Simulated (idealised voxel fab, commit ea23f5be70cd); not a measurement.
You're looking at the process module voxel capacitor over wiring.
The width of the displayed cross-section, cut, is 205 nm; its cells are square, with a size of 5 nm.
Cross-section spec: square-cell grid; bands listed top down; each band is one or more rows.
Look at the band entry: it leads with the top's height and the bottom's height in nm. Then it lists the materials left to right, with a width in nm for each. The word "throughout" on a single material says that material fills the band edge to edge. The word "air" is empty space.
It should be noted that heights are counted from 0, beneath which the wafer as supplied is of one material throughout, and that the lowest band possesses no lower boundary but continues downward, as written in "z 0 and below".
Quick explanation for "30 to 40": the width changes in equal steps down the rows of cells, from the first number in the band's top row to the second number in its bottom row.
Key: "no modification" - step with no changed cell in the cross-section.
If an empty space has no open way to the top and is at least 8 cells in size, "Closed cavities" lists it, written width x height at distance, where distance is measured from the left edge and every value is in nm.
On a step's line, text after the settings is the simulator commenting on that step.
What "overlay nm" on a step's line means: if the step has a mask, that mask lay this far to the right of its planned place, or, when the value is negative, to the left.

PLAN
1. RECEIVE | material Si
2. CONFORMAL_DEP | material SiO2 | thk nm 15
3. DIRECTIONAL_DEP | material TiN | thk nm 5
4. DIRECTIONAL_DEP | material Ru | thk nm 20
5. PATTERN | tone cover | mask id METAL_1 | material resist | width nm 25 | pitch nm 90 | thk nm 20 | overlay nm 0
6. DIRECTIONAL_ETCH | etch materials Ru | depth nm 20
7. DIRECTIONAL_ETCH | etch materials TiN | depth nm 5
8. STRIP | etch materials resist
9. CONFORMAL_DEP | material SiCN | thk nm 5
10. FILL_DEP | material lowk | thk nm 5
11. CMP | height nm 40
12. CONFORMAL_DEP | material SiCN | thk nm 5
13. DIRECTIONAL_DEP | material SiO2 | thk nm 10
14. PATTERN | tone open | mask id PLUG_1 | material resist | width nm 15 | thk nm 20 | overlay nm 0
15. DIRECTIONAL_ETCH | etch materials SiO2 | depth nm 10
16. DIRECTIONAL_ETCH | etch materials SiCN | depth nm 5
17. STRIP | etch materials resist
18. EPI | material Ru | thk nm 10
19. EPI | material Ru | thk nm 5
20. DIRECTIONAL_DEP | material TiN | thk nm 10
21. DIRECTIONAL_DEP | material Al2O3 | thk nm 5
22. DIRECTIONAL_DEP | material TiN | thk nm 10
23. PATTERN | tone cover | mask id UPPER_PLATE | material resist | width nm 70 | thk nm 15 | overlay nm 0
24. DIRECTIONAL_ETCH | etch materials TiN | depth nm 10
25. DIRECTIONAL_ETCH | etch materials Al2O3 | depth nm 5
26. STRIP | etch materials resist
27. PATTERN | tone cover | mask id LOWER_PLATE | material resist | width nm 80 | thk nm 20 | overlay nm 0
28. DIRECTIONAL_ETCH | etch materials TiN | depth nm 10
29. STRIP | etch materials resist
30. FILL_DEP | material SiO2 | thk nm 20
31. CMP | height nm 95
32. DIRECTIONAL_DEP | material aC | thk nm 15
33. PATTERN | tone open | mask id PLUG_2 | material resist | width nm 15 | thk nm 30 | overlay nm 0
34. DIRECTIONAL_ETCH | etch materials aC | depth nm 15
35. STRIP | etch materials resist
36. DIRECTIONAL_ETCH | etch materials SiO2 | depth nm 15
37. STRIP | etch materials aC
38. CONFORMAL_DEP | material TiN | thk nm 5
39. FILL_DEP | material W | thk nm 10
40. CMP | height nm 95
41. CONFORMAL_DEP | material SiCN | thk nm 5

WAFER AT RECEIPT (POST STEP 1), CROSS-SECTION
  z 0 and below: Si throughout
  Closed cavities: none

ONE MISTAKE IN RUNNING THE MODULE, OTHERWISE START AND PLAN AS ABOVE: CROSS-SECTION AT THE END
  z 100 to 95: SiCN throughout
  z 95 to 85: SiO2 (65)  TiN (5)  W (5)  TiN (5)  SiO2 (125)
  z 85 to 80: SiO2 (65)  TiN (15)  SiO2 (125)
  z 80 to 70: SiO2 (55)  TiN (70)  SiO2 (80)
  z 70 to 60: SiO2 (50)  TiN (80)  SiO2 (75)
  z 60 to 55: Al2O3 throughout
  z 55 to 45: SiO2 (55)  Ru (15)  SiO2 (135)
  z 45 to 40: SiCN (55)  Ru (15)  SiCN (135)
  z 40 to 20: lowk (40)  SiCN (5)  Ru (25)  SiCN (5)  lowk (55)  SiCN (5)  Ru (25)  SiCN (5)  lowk (40)
  z 20 to 15: SiCN (45)  TiN (25)  SiCN (65)  TiN (25)  SiCN (45)
  z 15 to 0: SiO2 throughout
  z 0 and below: Si throughout
  Closed cavities: none
Diagnosis: steps 20 and 21 of the plan were each performed in the slot designated for the other
